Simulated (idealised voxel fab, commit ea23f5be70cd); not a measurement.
The process module that follows is named voxel ribs on slabs.
For reference, the cross-section in this document is cut, with width 270 nm and square cells of 5 nm.
Cross-section = grid of square cells, listed top down in bands; band = one or more rows.
The band entry comprises the height of the band's top followed by the height of its bottom, expressed in nm, and subsequently the band's materials from left to right, each stated together with its width in nm. Where a single material is marked with the word "throughout", that material fills the band from edge to edge. The word "air" represents empty space.
It should be noted that heights are counted from 0, beneath which the wafer as supplied is of one material throughout, and that the lowest band possesses no lower boundary but continues downward, as written in "0 nm and below".
When a width is written as two numbers, as in "30 to 40", the first number is the width in the top row of cells of the band and the second is the width in its bottom row, and the width changes by the same amount from each row to the next.
No cell of the cross-section changed in a step that is given as "nothing altered".
Empty spaces counting at least 8 cells and having no open way to the top are listed in "Closed void roster". The notation width x height at distance is used for each, the distance being from the left edge and all three values in nm.
Whatever follows a step's settings on its line is a remark the simulator itself makes about that step.
overlay nm: how far to the right of its planned place the mask lay on this masked step (negative: to the left).
Plan:
1) RECEIVE,material Si
2) DIRECTIONAL_DEP,material SiO2,thk nm 30
3) DIRECTIONAL_DEP,material polySi,thk nm 15
4) MASKED_ETCH,tone cover,mask id RIB,width nm 30,etch materials polySi,depth nm 10,overlay nm 0
5) MASKED_ETCH,tone cover,mask id SLAB,width nm 60,etch materials polySi,depth nm 5,overlay nm 0
6) FILL_DEP,material SiO2,thk nm 25
7) CMP,height nm 60
8) DIRECTIONAL_DEP,material W,thk nm 10
9) PATTERN,tone cover,mask id HEATER,material resist,width nm 40,thk nm 20,overlay nm 0
10) DIRECTIONAL_ETCH,etch materials W,depth nm 10
11) STRIP,etch materials resist
12) CONFORMAL_DEP,material SiN,thk nm 5
As received, after step 1:
> 0 nm and below  Si throughout
> Closed void roster: none
Figure: cross-sectional view of the wafer upon completion of the module, processed from the initial state and according to the plan depicted above, with one error introduced during execution:
> 75 nm to 70 nm  110 nm air / 50 nm SiN / 110 nm air
> 70 nm to 65 nm  110 nm air / 5 nm SiN / 40 nm W / 5 nm SiN / 110 nm air
> 65 nm to 60 nm  115 nm SiN / 40 nm W / 115 nm SiN
> 60 nm to 45 nm  SiO2 throughout
> 45 nm to 35 nm  120 nm SiO2 / 30 nm polySi / 120 nm SiO2
> 35 nm to 30 nm  105 nm SiO2 / 60 nm polySi / 105 nm SiO2
> 30 nm to 0 nm  W throughout
> 0 nm and below  Si throughout
> Closed void roster: none
What went wrong in running the wafer? for step 2, the planned setting was not used; the step was instead run as DIRECTIONAL_DEP,material W,thk nm 30
